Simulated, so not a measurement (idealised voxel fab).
This is a process module. Its name is voxel wiring stack.
We display cut, a cross-section 200 nm in width whose square cells are each 5 nm.
If you're reading a cross-section in this doc, picture square cells in a grid; it comes to you as bands, top ones listed first down to the bottom, and a band can be one or more rows of cells.
Top height, bottom height, nm. Materials left to right, width each, nm. Single material + "throughout" = fills band edge to edge. "empty" = empty.
We count height from 0. Below that, the starting wafer is all one material. The lowest band never ends at the bottom but goes on down; see "0 and below" for how that is written.
The notation "30..40" denotes a width that varies across the rows of cells in the band, beginning at the first number in the top row, finishing at the second number in the bottom row, and changing by an identical amount from each row to the next.
Key: "changes: none" - step with no changed cell in the cross-section.
Voids not open to the top, 8 cells minimum: see "Cavities, closed". Written width x height at distance; distance is from the left edge; nm.
Whatever follows a step's settings on its line is a remark the simulator itself makes about that step.
overlay nm: for a step with a mask, the amount by which the mask lay right of where it was planned; a negative amount means left of it.
PROCESS STEPS FORESEEN IN THE PLAN
1 RECEIVE,material Si
2 CONFORMAL_DEP,material SiO2,thk nm 10
3 DIRECTIONAL_DEP,material TiN,thk nm 5
4 DIRECTIONAL_DEP,material Ru,thk nm 25
5 PATTERN,tone cover,mask id METAL_1,material resist,width nm 30,pitch nm 45,thk nm 20,overlay nm 0
6 DIRECTIONAL_ETCH,etch materials Ru,depth nm 25
7 DIRECTIONAL_ETCH,etch materials TiN,depth nm 5
8 STRIP,etch materials resist
9 FILL_DEP,material SiO2,thk nm 10
10 CMP,height nm 40
11 CONFORMAL_DEP,material SiCN,thk nm 5
12 DIRECTIONAL_DEP,material lowk,thk nm 10
13 PATTERN,tone open,mask id PLUG_1,material resist,width nm 15,pitch nm 45,thk nm 15,overlay nm 0
14 DIRECTIONAL_ETCH,etch materials lowk,depth nm 10
15 DIRECTIONAL_ETCH,etch materials SiCN,depth nm 5
16 STRIP,etch materials resist
17 CONFORMAL_DEP,material TiN,thk nm 5
18 FILL_DEP,material Cu,thk nm 5
19 CMP,height nm 55
20 CONFORMAL_DEP,material SiCN,thk nm 5
21 DIRECTIONAL_DEP,material lowk,thk nm 25
22 PATTERN,tone open,mask id METAL_2,material resist,width nm 30,pitch nm 45,thk nm 15,overlay nm 0
23 DIRECTIONAL_ETCH,etch materials lowk,depth nm 25
24 DIRECTIONAL_ETCH,etch materials SiCN,depth nm 5
25 STRIP,etch materials resist
26 CONFORMAL_DEP,material TiN,thk nm 5
27 FILL_DEP,material Ru,thk nm 10
28 CMP,height nm 85
29 EPI,material Ru,thk nm 5
30 FILL_DEP,material SiCN,thk nm 5
INCOMING WAFER, CROSS-SECTIONAL VIEW, POST STEP 1
0 and below  Si throughout
Cavities, closed: none
LOOK AT THE CROSS-SECTION AFTER THE MODULE: THE WAFER STARTED OUT THE WAY SHOWN ABOVE AND THE PLAN WAS THE ONE SHOWN ABOVE, YET ONE MISTAKE WAS MADE ALONG THE WAY
95 down to 90  SiCN throughout
90 down to 85  SiCN (35) / Ru (40) / SiCN (5) / Ru (40) / SiCN (5) / Ru (40) / SiCN (35)
85 down to 60  lowk (40) / TiN (5) / Ru (20) / TiN (5) / lowk (15) / TiN (5) / Ru (20) / TiN (5) / lowk (15) / TiN (5) / Ru (20) / TiN (5) / lowk (40)
60 down to 50  SiCN (40) / TiN (30..15) / SiCN (15..30) / TiN (30..15) / SiCN (15..30) / TiN (30..15) / SiCN (40..55)
50 down to 40  lowk throughout
40 down to 15  SiO2 (40) / Ru (30) / SiO2 (15) / Ru (30) / SiO2 (15) / Ru (30) / SiO2 (40)
15 down to 10  SiO2 (40) / TiN (30) / SiO2 (15) / TiN (30) / SiO2 (15) / TiN (30) / SiO2 (40)
10 down to 0  SiO2 throughout
0 and below  Si throughout
Cavities, closed: none
Heads up, the wafer didn't run the way we planned it: steps 11 and 12 were swapped
